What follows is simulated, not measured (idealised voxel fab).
The following process module bears the name voxel transistor to metal.
Cross-section cut spans 270 nm and uses square cells 5 nm in size.
Square cells in a grid make up a cross-section in this document, and the grid is given as bands, listed from the top down, each one or more rows of cells.
Read a band's entry like this: the first values are the height of its top and the height of its bottom in nm, and what follows is the sequence of materials from left to right, each with its width in nm. Note that "air" is empty space, and that a single material marked "full width" reaches across the band from edge to edge.
Height datum 0, below which the as-received substrate wafer is one material. Lowest band open at the bottom, running downward: "0 and below".
Width: "30 to 40" (first number = top row, second number = bottom row, same change from row to row of cells).
A step reported as "nothing altered" is a step in which no cell of the cross-section changed.
Closed empty spaces (no open way to the top) of 8 cells or more are what "Closed internal cavities" lists, each as width x height at distance from the left edge, nm for all three.
after a step's settings: what the simulator itself notes on the step
The "overlay nm" setting may appear on a step's line; for a step that uses a mask, it gives how far to the right of its planned position the mask lay, and a negative value indicates the left.
Reading guide: pairs of cross-sections, before and after one process step; after view cut off at lowest changed band; step and settings listed under each pair. Pairs may stem from different runs of this module on the same starting wafer; continuity with the pair above only where the "State before" entry states it.

State before:
    35 down to 25  air 55 nm / SiN 5 nm / SiCN 20 nm / SiN 5 nm / air 100 nm / SiN 5 nm / SiCN 20 nm / SiN 5 nm / air 55 nm
    25 down to 0  air 55 nm / SiN 5 nm / polySi 20 nm / SiN 5 nm / air 100 nm / SiN 5 nm / polySi 20 nm / SiN 5 nm / air 55 nm
    0 down to -5  air 55 nm / SiO2 30 nm / air 100 nm / SiO2 30 nm / air 55 nm
    -5 down to -25  SiO2 15 nm / Si 110 nm / SiO2 20 nm / Si 110 nm / SiO2 15 nm
    -25 and below  Si full width
    Closed internal cavities: none

Resultant Cross-Section:
    35 down to 25  air 55 nm / SiN 5 nm / SiCN 20 nm / SiN 5 nm / air 100 nm / SiN 5 nm / SiCN 20 nm / SiN 5 nm / air 55 nm
    25 down to 0  air 55 nm / SiN 5 nm / polySi 20 nm / SiN 5 nm / air 100 nm / SiN 5 nm / polySi 20 nm / SiN 5 nm / air 55 nm
    0 down to -5  air 10 nm / SiGe 45 nm / SiO2 30 nm / SiGe 45 nm / air 10 nm / SiGe 45 nm / SiO2 30 nm / SiGe 45 nm / air 10 nm
    Below -5, no change.
    Closed internal cavities: none
The step that takes the structure from the upper cross-section to the lower one is EPI, material SiGe, thk nm 5

State before: the after view from the pair directly above serves as the before view here.

Resultant Cross-Section:
    45 down to 35  SiO2 full width
    35 down to 25  SiO2 55 nm / SiN 5 nm / SiCN 20 nm / SiN 5 nm / SiO2 100 nm / SiN 5 nm / SiCN 20 nm / SiN 5 nm / SiO2 55 nm
    25 down to 0  SiO2 55 nm / SiN 5 nm / polySi 20 nm / SiN 5 nm / SiO2 100 nm / SiN 5 nm / polySi 20 nm / SiN 5 nm / SiO2 55 nm
    0 down to -5  SiO2 10 nm / SiGe 45 nm / SiO2 30 nm / SiGe 45 nm / SiO2 10 nm / SiGe 45 nm / SiO2 30 nm / SiGe 45 nm / SiO2 10 nm
    Below -5, no change.
    Closed internal cavities: none
The step that takes the structure from the upper cross-section to the lower one is FILL_DEP, material SiO2, thk nm 10

State before: the after view from the pair directly above serves as the before view here.

Resultant Cross-Section:
    30 down to 25  SiO2 55 nm / SiN 5 nm / SiCN 20 nm / SiN 5 nm / SiO2 100 nm / SiN 5 nm / SiCN 20 nm / SiN 5 nm / SiO2 55 nm
    Below 25, no change.
    Closed internal cavities: none
The step that takes the structure from the upper cross-section to the lower one is CMP, height nm 30

State before: the after view from the pair directly above serves as the before view here.

Resultant Cross-Section:
    40 down to 30  SiO2 full width
    Below 30, no change.
    Closed internal cavities: none
The step that takes the structure from the upper cross-section to the lower one is DIRECTIONAL_DEP, material SiO2, thk nm 10

State before: the after view from the pair directly above serves as the before view here.

Resultant Cross-Section:
    60 down to 40  resist 25 nm / air 30 nm / resist 30 nm / air 30 nm / resist 40 nm / air 30 nm / resist 30 nm / air 30 nm / resist 25 nm
    Below 40, no change.
    Closed internal cavities: none
The step that takes the structure from the upper cross-section to the lower one is PATTERN, tone open, mask id CONTACT, material resist, width nm 30, thk nm 20, overlay nm 0

State before: the after view from the pair directly above serves as the before view here.

Resultant Cross-Section:
    60 down to 40  resist 25 nm / air 30 nm / resist 30 nm / air 30 nm / resist 40 nm / air 30 nm / resist 30 nm / air 30 nm / resist 25 nm
    40 down to 30  SiO2 25 nm / air 30 nm / SiO2 30 nm / air 30 nm / SiO2 40 nm / air 30 nm / SiO2 30 nm / air 30 nm / SiO2 25 nm
    30 down to 25  SiO2 25 nm / air 30 nm / SiN 5 nm / SiCN 20 nm / SiN 5 nm / air 30 nm / SiO2 40 nm / air 30 nm / SiN 5 nm / SiCN 20 nm / SiN 5 nm / air 30 nm / SiO2 25 nm
    25 down to 0  SiO2 25 nm / air 30 nm / SiN 5 nm / polySi 20 nm / SiN 5 nm / air 30 nm / SiO2 40 nm / air 30 nm / SiN 5 nm / polySi 20 nm / SiN 5 nm / air 30 nm / SiO2 25 nm
    Below 0, no change.
    Closed internal cavities: none
The step that takes the structure from the upper cross-section to the lower one is DIRECTIONAL_ETCH, etch materials SiO2, depth nm 45

State before: the after view from the pair directly above serves as the before view here.

Resultant Cross-Section:
    40 down to 30  SiO2 25 nm / air 30 nm / SiO2 30 nm / air 30 nm / SiO2 40 nm / air 30 nm / SiO2 30 nm / air 30 nm / SiO2 25 nm
    Below 30, no change.
    Closed internal cavities: none
The step that takes the structure from the upper cross-section to the lower one is STRIP, etch materials resist

State before: the after view from the pair directly above serves as the before view here.

Resultant Cross-Section:
    45 down to 40  TiN 30 nm / air 20 nm / TiN 40 nm / air 20 nm / TiN 50 nm / air 20 nm / TiN 40 nm / air 20 nm / TiN 30 nm
    40 down to 30  SiO2 25 nm / TiN 5 nm / air 20 nm / TiN 5 nm / SiO2 30 nm / TiN 5 nm / air 20 nm / TiN 5 nm / SiO2 40 nm / TiN 5 nm / air 20 nm / TiN 5 nm / SiO2 30 nm / TiN 5 nm / air 20 nm / TiN 5 nm / SiO2 25 nm
    30 down to 25  SiO2 25 nm / TiN 5 nm / air 20 nm / TiN 5 nm / SiN 5 nm / SiCN 20 nm / SiN 5 nm / TiN 5 nm / air 20 nm / TiN 5 nm / SiO2 40 nm / TiN 5 nm / air 20 nm / TiN 5 nm / SiN 5 nm / SiCN 20 nm / SiN 5 nm / TiN 5 nm / air 20 nm / TiN 5 nm / SiO2 25 nm
    25 down to 5  SiO2 25 nm / TiN 5 nm / air 20 nm / TiN 5 nm / SiN 5 nm / polySi 20 nm / SiN 5 nm / TiN 5 nm / air 20 nm / TiN 5 nm / SiO2 40 nm / TiN 5 nm / air 20 nm / TiN 5 nm / SiN 5 nm / polySi 20 nm / SiN 5 nm / TiN 5 nm / air 20 nm / TiN 5 nm / SiO2 25 nm
    5 down to 0  SiO2 25 nm / TiN 30 nm / SiN 5 nm / polySi 20 nm / SiN 5 nm / TiN 30 nm / SiO2 40 nm / TiN 30 nm / SiN 5 nm / polySi 20 nm / SiN 5 nm / TiN 30 nm / SiO2 25 nm
    Below 0, no change.
    Closed internal cavities: none
The step that takes the structure from the upper cross-section to the lower one is CONFORMAL_DEP, material TiN, thk nm 5

State before: the after view from the pair directly above serves as the before view here.

Resultant Cross-Section:
    55 down to 45  Ru full width
    45 down to 40  TiN 30 nm / Ru 20 nm / TiN 40 nm / Ru 20 nm / TiN 50 nm / Ru 20 nm / TiN 40 nm / Ru 20 nm / TiN 30 nm
    40 down to 30  SiO2 25 nm / TiN 5 nm / Ru 20 nm / TiN 5 nm / SiO2 30 nm / TiN 5 nm / Ru 20 nm / TiN 5 nm / SiO2 40 nm / TiN 5 nm / Ru 20 nm / TiN 5 nm / SiO2 30 nm / TiN 5 nm / Ru 20 nm / TiN 5 nm / SiO2 25 nm
    30 down to 25  SiO2 25 nm / TiN 5 nm / Ru 20 nm / TiN 5 nm / SiN 5 nm / SiCN 20 nm / SiN 5 nm / TiN 5 nm / Ru 20 nm / TiN 5 nm / SiO2 40 nm / TiN 5 nm / Ru 20 nm / TiN 5 nm / SiN 5 nm / SiCN 20 nm / SiN 5 nm / TiN 5 nm / Ru 20 nm / TiN 5 nm / SiO2 25 nm
    25 down to 5  SiO2 25 nm / TiN 5 nm / Ru 20 nm / TiN 5 nm / SiN 5 nm / polySi 20 nm / SiN 5 nm / TiN 5 nm / Ru 20 nm / TiN 5 nm / SiO2 40 nm / TiN 5 nm / Ru 20 nm / TiN 5 nm / SiN 5 nm / polySi 20 nm / SiN 5 nm / TiN 5 nm / Ru 20 nm / TiN 5 nm / SiO2 25 nm
    Below 5, no change.
    Closed internal cavities: none
The step that takes the structure from the upper cross-section to the lower one is FILL_DEP, material Ru, thk nm 10

State before: the after view from the pair directly above serves as the before view here.

Resultant Cross-Section:
    40 down to 30  SiO2 25 nm / TiN 5 nm / Ru 20 nm / TiN 5 nm / SiO2 30 nm / TiN 5 nm / Ru 20 nm / TiN 5 nm / SiO2 40 nm / TiN 5 nm / Ru 20 nm / TiN 5 nm / SiO2 30 nm / TiN 5 nm / Ru 20 nm / TiN 5 nm / SiO2 25 nm
    Below 30, no change.
    Closed internal cavities: none
The step that takes the structure from the upper cross-section to the lower one is CMP, height nm 40

State before: the after view from the pair directly above serves as the before view here.

Resultant Cross-Section:
    45 down to 40  TiN full width
    Below 40, no change.
    Closed internal cavities: none
The step that takes the structure from the upper cross-section to the lower one is DIRECTIONAL_DEP, material TiN, thk nm 5

State before: the after view from the pair directly above serves as the before view here.

Resultant Cross-Section:
    60 down to 45  W full width
    Below 45, no change.
    Closed internal cavities: none
The step that takes the structure from the upper cross-section to the lower one is DIRECTIONAL_DEP, material W, thk nm 15

State before: the after view from the pair directly above serves as the before view here.

Resultant Cross-Section:
    75 down to 60  air 25 nm / resist 20 nm / air 50 nm / resist 20 nm / air 40 nm / resist 20 nm / air 50 nm / resist 20 nm / air 25 nm
    Below 60, no change.
    Closed internal cavities: none
The step that takes the structure from the upper cross-section to the lower one is PATTERN, tone cover, mask id METAL_1, material resist, width nm 20, thk nm 15, overlay nm 0

State before: the after view from the pair directly above serves as the before view here.

Resultant Cross-Section:
    75 down to 60  air 25 nm / resist 20 nm / air 50 nm / resist 20 nm / air 40 nm / resist 20 nm / air 50 nm / resist 20 nm / air 25 nm
    60 down to 45  air 25 nm / W 20 nm / air 50 nm / W 20 nm / air 40 nm / W 20 nm / air 50 nm / W 20 nm / air 25 nm
    Below 45, no change.
    Closed internal cavities: none
The step that takes the structure from the upper cross-section to the lower one is DIRECTIONAL_ETCH, etch materials W, depth nm 15

State before: the after view from the pair directly above serves as the before view here.

Resultant Cross-Section:
    75 down to 60  air 25 nm / resist 20 nm / air 50 nm / resist 20 nm / air 40 nm / resist 20 nm / air 50 nm / resist 20 nm / air 25 nm
    60 down to 45  air 25 nm / W 20 nm / air 50 nm / W 20 nm / air 40 nm / W 20 nm / air 50 nm / W 20 nm / air 25 nm
    45 down to 40  air 25 nm / TiN 20 nm / air 50 nm / TiN 20 nm / air 40 nm / TiN 20 nm / air 50 nm / TiN 20 nm / air 25 nm
    Below 40, no change.
    Closed internal cavities: none
The step that takes the structure from the upper cross-section to the lower one is DIRECTIONAL_ETCH, etch materials TiN, depth nm 5

State before: the after view from the pair directly above serves as the before view here.

Resultant Cross-Section:
    60 down to 45  air 25 nm / W 20 nm / air 50 nm / W 20 nm / air 40 nm / W 20 nm / air 50 nm / W 20 nm / air 25 nm
    Below 45, no change.
    Closed internal cavities: none
The step that takes the structure from the upper cross-section to the lower one is STRIP, etch materials resist

State before: the after view from the pair directly above serves as the before view here.

Resultant Cross-Section:
    65 down to 60  air 20 nm / SiN 30 nm / air 40 nm / SiN 30 nm / air 30 nm / SiN 30 nm / air 40 nm / SiN 30 nm / air 20 nm
    60 down to 45  air 20 nm / SiN 5 nm / W 20 nm / SiN 5 nm / air 40 nm / SiN 5 nm / W 20 nm / SiN 5 nm / air 30 nm / SiN 5 nm / W 20 nm / SiN 5 nm / air 40 nm / SiN 5 nm / W 20 nm / SiN 5 nm / air 20 nm
    45 down to 40  SiN 25 nm / TiN 20 nm / SiN 50 nm / TiN 20 nm / SiN 40 nm / TiN 20 nm / SiN 50 nm / TiN 20 nm / SiN 25 nm
    Below 40, no change.
    Closed internal cavities: none
The step that takes the structure from the upper cross-section to the lower one is CONFORMAL_DEP, material SiN, thk nm 5

State before: the after view from the pair directly above serves as the before view here.

Resultant Cross-Section:
    70 down to 65  SiO2 full width
    65 down to 60  SiO2 20 nm / SiN 30 nm / SiO2 40 nm / SiN 30 nm / SiO2 30 nm / SiN 30 nm / SiO2 40 nm / SiN 30 nm / SiO2 20 nm
    60 down to 45  SiO2 20 nm / SiN 5 nm / W 20 nm / SiN 5 nm / SiO2 40 nm / SiN 5 nm / W 20 nm / SiN 5 nm / SiO2 30 nm / SiN 5 nm / W 20 nm / SiN 5 nm / SiO2 40 nm / SiN 5 nm / W 20 nm / SiN 5 nm / SiO2 20 nm
    Below 45, no change.
    Closed internal cavities: none
The step that takes the structure from the upper cross-section to the lower one is FILL_DEP, material SiO2, thk nm 5

State before: the after view from the pair directly above serves as the before view here.

Resultant Cross-Section:
    60 down to 45  SiO2 20 nm / SiN 5 nm / W 20 nm / SiN 5 nm / SiO2 40 nm / SiN 5 nm / W 20 nm / SiN 5 nm / SiO2 30 nm / SiN 5 nm / W 20 nm / SiN 5 nm / SiO2 40 nm / SiN 5 nm / W 20 nm / SiN 5 nm / SiO2 20 nm
    Below 45, no change.
    Closed internal cavities: none
The step that takes the structure from the upper cross-section to the lower one is CMP, height nm 60

State before: the after view from the pair directly above serves as the before view here.

Resultant Cross-Section:
    65 down to 60  SiN full width
    Below 60, no change.
    Closed internal cavities: none
The step that takes the structure from the upper cross-section to the lower one is CONFORMAL_DEP, material SiN, thk nm 5

State before:
    5 down to 0  SiO2 15 nm / air 110 nm / SiO2 20 nm / air 110 nm / SiO2 15 nm
    0 down to -5  SiO2 full width
    -5 down to -25  SiO2 15 nm / Si 110 nm / SiO2 20 nm / Si 110 nm / SiO2 15 nm
    -25 and below  Si full width
    Closed internal cavities: none

Resultant Cross-Section:
    -5 down to -15  air 15 nm / Si 110 nm / air 20 nm / Si 110 nm / air 15 nm
    Below -15, no change.
    Closed internal cavities: none
The step that takes the structure from the upper cross-section to the lower one is SELECTIVE_ETCH, etch materials SiO2, depth nm 15

State before: the after view from the pair directly above serves as the before view here.

Resultant Cross-Section:
    -5 down to -10  air 15 nm / SiO2 110 nm / air 20 nm / SiO2 110 nm / air 15 nm
    -10 down to -15  air 15 nm / SiO2 5 nm / Si 100 nm / SiO2 5 nm / air 20 nm / SiO2 5 nm / Si 100 nm / SiO2 5 nm / air 15 nm
    -15 down to -25  SiO2 20 to 15 nm / Si 100 to 110 nm / SiO2 30 to 20 nm / Si 100 to 110 nm / SiO2 20 to 15 nm
    Below -25, no change.
    Closed internal cavities: none
The step that takes the structure from the upper cross-section to the lower one is OXIDIZE, depth nm 5

State before: the after view from the pair directly above serves as the before view here.

Resultant Cross-Section:
    20 down to 10  air 15 nm / polySi 110 nm / air 20 nm / polySi 110 nm / air 15 nm
    10 down to -5  polySi full width
    -5 down to -10  polySi 15 nm / SiO2 110 nm / polySi 20 nm / SiO2 110 nm / polySi 15 nm
    -10 down to -15  polySi 15 nm / SiO2 5 nm / Si 100 nm / SiO2 5 nm / polySi 20 nm / SiO2 5 nm / Si 100 nm / SiO2 5 nm / polySi 15 nm
    Below -15, no change.
    Closed internal cavities: none
The step that takes the structure from the upper cross-section to the lower one is DIRECTIONAL_DEP, material polySi, thk nm 25

State before: the after view from the pair directly above serves as the before view here.

Resultant Cross-Section:
    30 down to 20  air 15 nm / SiCN 110 nm / air 20 nm / SiCN 110 nm / air 15 nm
    20 down to 10  SiCN 15 nm / polySi 110 nm / SiCN 20 nm / polySi 110 nm / SiCN 15 nm
    Below 10, no change.
    Closed internal cavities: none
The step that takes the structure from the upper cross-section to the lower one is DIRECTIONAL_DEP, material SiCN, thk nm 10

State before: the after view from the pair directly above serves as the before view here.

Resultant Cross-Section:
    50 down to 30  air 60 nm / resist 20 nm / air 110 nm / resist 20 nm / air 60 nm
    Below 30, no change.
    Closed internal cavities: none
The step that takes the structure from the upper cross-section to the lower one is PATTERN, tone cover, mask id GATE, material resist, width nm 20, pitch nm 130, thk nm 20, overlay nm 0

State before: the after view from the pair directly above serves as the before view here.

Resultant Cross-Section:
    50 down to 30  air 60 nm / resist 20 nm / air 110 nm / resist 20 nm / air 60 nm
    30 down to 20  air 60 nm / SiCN 20 nm / air 110 nm / SiCN 20 nm / air 60 nm
    20 down to 10  air 15 nm / polySi 110 nm / air 20 nm / polySi 110 nm / air 15 nm
    Below 10, no change.
    Closed internal cavities: none
The step that takes the structure from the upper cross-section to the lower one is DIRECTIONAL_ETCH, etch materials SiCN, depth nm 20

State before: the after view from the pair directly above serves as the before view here.

Resultant Cross-Section:
    50 down to 30  air 60 nm / resist 20 nm / air 110 nm / resist 20 nm / air 60 nm
    30 down to 20  air 60 nm / SiCN 20 nm / air 110 nm / SiCN 20 nm / air 60 nm
    20 down to -5  air 60 nm / polySi 20 nm / air 110 nm / polySi 20 nm / air 60 nm
    -5 down to -10  air 15 nm / SiO2 110 nm / air 20 nm / SiO2 110 nm / air 15 nm
    -10 down to -15  air 15 nm / SiO2 5 nm / Si 100 nm / SiO2 5 nm / air 20 nm / SiO2 5 nm / Si 100 nm / SiO2 5 nm / air 15 nm
    Below -15, no change.
    Closed internal cavities: none
The step that takes the structure from the upper cross-section to the lower one is DIRECTIONAL_ETCH, etch materials polySi, depth nm 35

State before: the after view from the pair directly above serves as the before view here.

Resultant Cross-Section:
    30 down to 20  air 60 nm / SiCN 20 nm / air 110 nm / SiCN 20 nm / air 60 nm
    Below 20, no change.
    Closed internal cavities: none
The step that takes the structure from the upper cross-section to the lower one is STRIP, etch materials resist

State before: the after view from the pair directly above serves as the before view here.

Resultant Cross-Section:
    35 down to 30  air 55 nm / SiN 30 nm / air 100 nm / SiN 30 nm / air 55 nm
    30 down to 20  air 55 nm / SiN 5 nm / SiCN 20 nm / SiN 5 nm / air 100 nm / SiN 5 nm / SiCN 20 nm / SiN 5 nm / air 55 nm
    20 down to 0  air 55 nm / SiN 5 nm / polySi 20 nm / SiN 5 nm / air 100 nm / SiN 5 nm / polySi 20 nm / SiN 5 nm / air 55 nm
    0 down to -5  air 10 nm / SiN 50 nm / polySi 20 nm / SiN 50 nm / air 10 nm / SiN 50 nm / polySi 20 nm / SiN 50 nm / air 10 nm
    -5 down to -10  air 10 nm / SiN 5 nm / SiO2 110 nm / SiN 5 nm / air 10 nm / SiN 5 nm / SiO2 110 nm / SiN 5 nm / air 10 nm
    -10 down to -15  SiN 15 nm / SiO2 5 nm / Si 100 nm / SiO2 5 nm / SiN 20 nm / SiO2 5 nm / Si 100 nm / SiO2 5 nm / SiN 15 nm
    Below -15, no change.
    Closed internal cavities: none
The step that takes the structure from the upper cross-section to the lower one is CONFORMAL_DEP, material SiN, thk nm 5

State before: the after view from the pair directly above serves as the before view here.

Resultant Cross-Section:
    30 down to 20  air 55 nm / SiN 5 nm / SiCN 20 nm / SiN 5 nm / air 100 nm / SiN 5 nm / SiCN 20 nm / SiN 5 nm / air 55 nm
    20 down to -5  air 55 nm / SiN 5 nm / polySi 20 nm / SiN 5 nm / air 100 nm / SiN 5 nm / polySi 20 nm / SiN 5 nm / air 55 nm
    -5 down to -10  air 10 nm / SiN 5 nm / SiO2 110 nm / SiN 5 nm / air 10 nm / SiN 5 nm / SiO2 110 nm / SiN 5 nm / air 10 nm
    -10 down to -15  air 10 nm / SiN 5 nm / SiO2 5 nm / Si 100 nm / SiO2 5 nm / SiN 5 nm / air 10 nm / SiN 5 nm / SiO2 5 nm / Si 100 nm / SiO2 5 nm / SiN 5 nm / air 10 nm
    Below -15, no change.
    Closed internal cavities: none
The step that takes the structure from the upper cross-section to the lower one is DIRECTIONAL_ETCH, etch materials SiN, depth nm 5

State before: the after view from the pair directly above serves as the before view here.

Resultant Cross-Section:
    30 down to 20  air 55 nm / SiN 5 nm / SiCN 20 nm / SiN 5 nm / air 100 nm / SiN 5 nm / SiCN 20 nm / SiN 5 nm / air 55 nm
    20 down to -5  air 55 nm / SiN 5 nm / polySi 20 nm / SiN 5 nm / air 100 nm / SiN 5 nm / polySi 20 nm / SiN 5 nm / air 55 nm
    -5 down to -10  air 10 nm / SiN 5 nm / air 40 nm / SiO2 30 nm / air 40 nm / SiN 5 nm / air 10 nm / SiN 5 nm / air 40 nm / SiO2 30 nm / air 40 nm / SiN 5 nm / air 10 nm
    -10 down to -15  air 10 nm / SiN 5 nm / SiO2 5 nm / Si 100 nm / SiO2 5 nm / SiN 5 nm / air 10 nm / SiN 5 nm / SiO2 5 nm / Si 100 nm / SiO2 5 nm / SiN 5 nm / air 10 nm
    -15 down to -20  air 10 nm / SiO2 10 nm / Si 100 nm / SiO2 10 nm / air 10 nm / SiO2 10 nm / Si 100 nm / SiO2 10 nm / air 10 nm
    Below -20, no change.
    Closed internal cavities: none
The step that takes the structure from the upper cross-section to the lower one is DIRECTIONAL_ETCH, etch materials SiO2, depth nm 5

State before: the after view from the pair directly above serves as the before view here.

Resultant Cross-Section:
    30 down to 20  air 55 nm / SiN 5 nm / SiCN 20 nm / SiN 5 nm / air 100 nm / SiN 5 nm / SiCN 20 nm / SiN 5 nm / air 55 nm
    20 down to -5  air 55 nm / SiN 5 nm / polySi 20 nm / SiN 5 nm / air 100 nm / SiN 5 nm / polySi 20 nm / SiN 5 nm / air 55 nm
    -5 down to -10  air 10 nm / SiN 5 nm / SiGe 40 nm / SiO2 30 nm / SiGe 40 nm / SiN 5 nm / air 10 nm / SiN 5 nm / SiGe 40 nm / SiO2 30 nm / SiGe 40 nm / SiN 5 nm / air 10 nm
    Below -10, no change.
    Closed internal cavities: none
The step that takes the structure from the upper cross-section to the lower one is EPI, material SiGe, thk nm 5

State before: the after view from the pair directly above serves as the before view here.

Resultant Cross-Section:
    40 down to 30  SiO2 full width
    30 down to 20  SiO2 55 nm / SiN 5 nm / SiCN 20 nm / SiN 5 nm / SiO2 100 nm / SiN 5 nm / SiCN 20 nm / SiN 5 nm / SiO2 55 nm
    20 down to -5  SiO2 55 nm / SiN 5 nm / polySi 20 nm / SiN 5 nm / SiO2 100 nm / SiN 5 nm / polySi 20 nm / SiN 5 nm / SiO2 55 nm
    -5 down to -10  SiO2 10 nm / SiN 5 nm / SiGe 40 nm / SiO2 30 nm / SiGe 40 nm / SiN 5 nm / SiO2 10 nm / SiN 5 nm / SiGe 40 nm / SiO2 30 nm / SiGe 40 nm / SiN 5 nm / SiO2 10 nm
    -10 down to -15  SiO2 10 nm / SiN 5 nm / SiO2 5 nm / Si 100 nm / SiO2 5 nm / SiN 5 nm / SiO2 10 nm / SiN 5 nm / SiO2 5 nm / Si 100 nm / SiO2 5 nm / SiN 5 nm / SiO2 10 nm
    -15 down to -25  SiO2 20 to 15 nm / Si 100 to 110 nm / SiO2 30 to 20 nm / Si 100 to 110 nm / SiO2 20 to 15 nm
    Below -25, no change.
    Closed internal cavities: none
The step that takes the structure from the upper cross-section to the lower one is FILL_DEP, material SiO2, thk nm 10

State before: the after view from the pair directly above serves as the before view here.

Resultant Cross-Section:
    30 down to 20  SiO2 55 nm / SiN 5 nm / SiCN 20 nm / SiN 5 nm / SiO2 100 nm / SiN 5 nm / SiCN 20 nm / SiN 5 nm / SiO2 55 nm
    Below 20, no change.
    Closed internal cavities: none
The step that takes the structure from the upper cross-section to the lower one is CMP, height nm 30

State before: the after view from the pair directly above serves as the before view here.

Resultant Cross-Section:
    40 down to 30  SiO2 full width
    Below 30, no change.
    Closed internal cavities: none
The step that takes the structure from the upper cross-section to the lower one is DIRECTIONAL_DEP, material SiO2, thk nm 10

State before: the after view from the pair directly above serves as the before view here.

Resultant Cross-Section:
    60 down to 40  resist 25 nm / air 30 nm / resist 30 nm / air 30 nm / resist 40 nm / air 30 nm / resist 30 nm / air 30 nm / resist 25 nm
    Below 40, no change.
    Closed internal cavities: none
The step that takes the structure from the upper cross-section to the lower one is PATTERN, tone open, mask id CONTACT, material resist, width nm 30, thk nm 20, overlay nm 0

State before: the after view from the pair directly above serves as the before view here.

Resultant Cross-Section:
    60 down to 40  resist 25 nm / air 30 nm / resist 30 nm / air 30 nm / resist 40 nm / air 30 nm / resist 30 nm / air 30 nm / resist 25 nm
    40 down to 30  SiO2 25 nm / air 30 nm / SiO2 30 nm / air 30 nm / SiO2 40 nm / air 30 nm / SiO2 30 nm / air 30 nm / SiO2 25 nm
    30 down to 20  SiO2 25 nm / air 30 nm / SiN 5 nm / SiCN 20 nm / SiN 5 nm / air 30 nm / SiO2 40 nm / air 30 nm / SiN 5 nm / SiCN 20 nm / SiN 5 nm / air 30 nm / SiO2 25 nm
    20 down to -5  SiO2 25 nm / air 30 nm / SiN 5 nm / polySi 20 nm / SiN 5 nm / air 30 nm / SiO2 40 nm / air 30 nm / SiN 5 nm / polySi 20 nm / SiN 5 nm / air 30 nm / SiO2 25 nm
    Below -5, no change.
    Closed internal cavities: none
The step that takes the structure from the upper cross-section to the lower one is DIRECTIONAL_ETCH, etch materials SiO2, depth nm 45

State before: the after view from the pair directly above serves as the before view here.

Resultant Cross-Section:
    40 down to 30  SiO2 25 nm / air 30 nm / SiO2 30 nm / air 30 nm / SiO2 40 nm / air 30 nm / SiO2 30 nm / air 30 nm / SiO2 25 nm
    Below 30, no change.
    Closed internal cavities: none
The step that takes the structure from the upper cross-section to the lower one is STRIP, etch materials resist

State before: the after view from the pair directly above serves as the before view here.

Resultant Cross-Section:
    45 down to 40  TiN 30 nm / air 20 nm / TiN 40 nm / air 20 nm / TiN 50 nm / air 20 nm / TiN 40 nm / air 20 nm / TiN 30 nm
    40 down to 30  SiO2 25 nm / TiN 5 nm / air 20 nm / TiN 5 nm / SiO2 30 nm / TiN 5 nm / air 20 nm / TiN 5 nm / SiO2 40 nm / TiN 5 nm / air 20 nm / TiN 5 nm / SiO2 30 nm / TiN 5 nm / air 20 nm / TiN 5 nm / SiO2 25 nm
    30 down to 20  SiO2 25 nm / TiN 5 nm / air 20 nm / TiN 5 nm / SiN 5 nm / SiCN 20 nm / SiN 5 nm / TiN 5 nm / air 20 nm / TiN 5 nm / SiO2 40 nm / TiN 5 nm / air 20 nm / TiN 5 nm / SiN 5 nm / SiCN 20 nm / SiN 5 nm / TiN 5 nm / air 20 nm / TiN 5 nm / SiO2 25 nm
    20 down to 0  SiO2 25 nm / TiN 5 nm / air 20 nm / TiN 5 nm / SiN 5 nm / polySi 20 nm / SiN 5 nm / TiN 5 nm / air 20 nm / TiN 5 nm / SiO2 40 nm / TiN 5 nm / air 20 nm / TiN 5 nm / SiN 5 nm / polySi 20 nm / SiN 5 nm / TiN 5 nm / air 20 nm / TiN 5 nm / SiO2 25 nm
    0 down to -5  SiO2 25 nm / TiN 30 nm / SiN 5 nm / polySi 20 nm / SiN 5 nm / TiN 30 nm / SiO2 40 nm / TiN 30 nm / SiN 5 nm / polySi 20 nm / SiN 5 nm / TiN 30 nm / SiO2 25 nm
    Below -5, no change.
    Closed internal cavities: none
The step that takes the structure from the upper cross-section to the lower one is CONFORMAL_DEP, material TiN, thk nm 5

State before: the after view from the pair directly above serves as the before view here.

Resultant Cross-Section:
    55 down to 45  Ru full width
    45 down to 40  TiN 30 nm / Ru 20 nm / TiN 40 nm / Ru 20 nm / TiN 50 nm / Ru 20 nm / TiN 40 nm / Ru 20 nm / TiN 30 nm
    40 down to 30  SiO2 25 nm / TiN 5 nm / Ru 20 nm / TiN 5 nm / SiO2 30 nm / TiN 5 nm / Ru 20 nm / TiN 5 nm / SiO2 40 nm / TiN 5 nm / Ru 20 nm / TiN 5 nm / SiO2 30 nm / TiN 5 nm / Ru 20 nm / TiN 5 nm / SiO2 25 nm
    30 down to 20  SiO2 25 nm / TiN 5 nm / Ru 20 nm / TiN 5 nm / SiN 5 nm / SiCN 20 nm / SiN 5 nm / TiN 5 nm / Ru 20 nm / TiN 5 nm / SiO2 40 nm / TiN 5 nm / Ru 20 nm / TiN 5 nm / SiN 5 nm / SiCN 20 nm / SiN 5 nm / TiN 5 nm / Ru 20 nm / TiN 5 nm / SiO2 25 nm
    20 down to 0  SiO2 25 nm / TiN 5 nm / Ru 20 nm / TiN 5 nm / SiN 5 nm / polySi 20 nm / SiN 5 nm / TiN 5 nm / Ru 20 nm / TiN 5 nm / SiO2 40 nm / TiN 5 nm / Ru 20 nm / TiN 5 nm / SiN 5 nm / polySi 20 nm / SiN 5 nm / TiN 5 nm / Ru 20 nm / TiN 5 nm / SiO2 25 nm
    Below 0, no change.
    Closed internal cavities: none
The step that takes the structure from the upper cross-section to the lower one is FILL_DEP, material Ru, thk nm 10

State before: the after view from the pair directly above serves as the before view here.

Resultant Cross-Section:
    40 down to 30  SiO2 25 nm / TiN 5 nm / Ru 20 nm / TiN 5 nm / SiO2 30 nm / TiN 5 nm / Ru 20 nm / TiN 5 nm / SiO2 40 nm / TiN 5 nm / Ru 20 nm / TiN 5 nm / SiO2 30 nm / TiN 5 nm / Ru 20 nm / TiN 5 nm / SiO2 25 nm
    Below 30, no change.
    Closed internal cavities: none
The step that takes the structure from the upper cross-section to the lower one is CMP, height nm 40

State before: the after view from the pair directly above serves as the before view here.

Resultant Cross-Section:
    45 down to 40  TiN full width
    Below 40, no change.
    Closed internal cavities: none
The step that takes the structure from the upper cross-section to the lower one is DIRECTIONAL_DEP, material TiN, thk nm 5

State before: the after view from the pair directly above serves as the before view here.

Resultant Cross-Section:
    60 down to 45  W full width
    Below 45, no change.
    Closed internal cavities: none
The step that takes the structure from the upper cross-section to the lower one is DIRECTIONAL_DEP, material W, thk nm 15

State before: the after view from the pair directly above serves as the before view here.

Resultant Cross-Section:
    75 down to 60  air 25 nm / resist 20 nm / air 50 nm / resist 20 nm / air 40 nm / resist 20 nm / air 50 nm / resist 20 nm / air 25 nm
    Below 60, no change.
    Closed internal cavities: none
The step that takes the structure from the upper cross-section to the lower one is PATTERN, tone cover, mask id METAL_1, material resist, width nm 20, thk nm 15, overlay nm 0
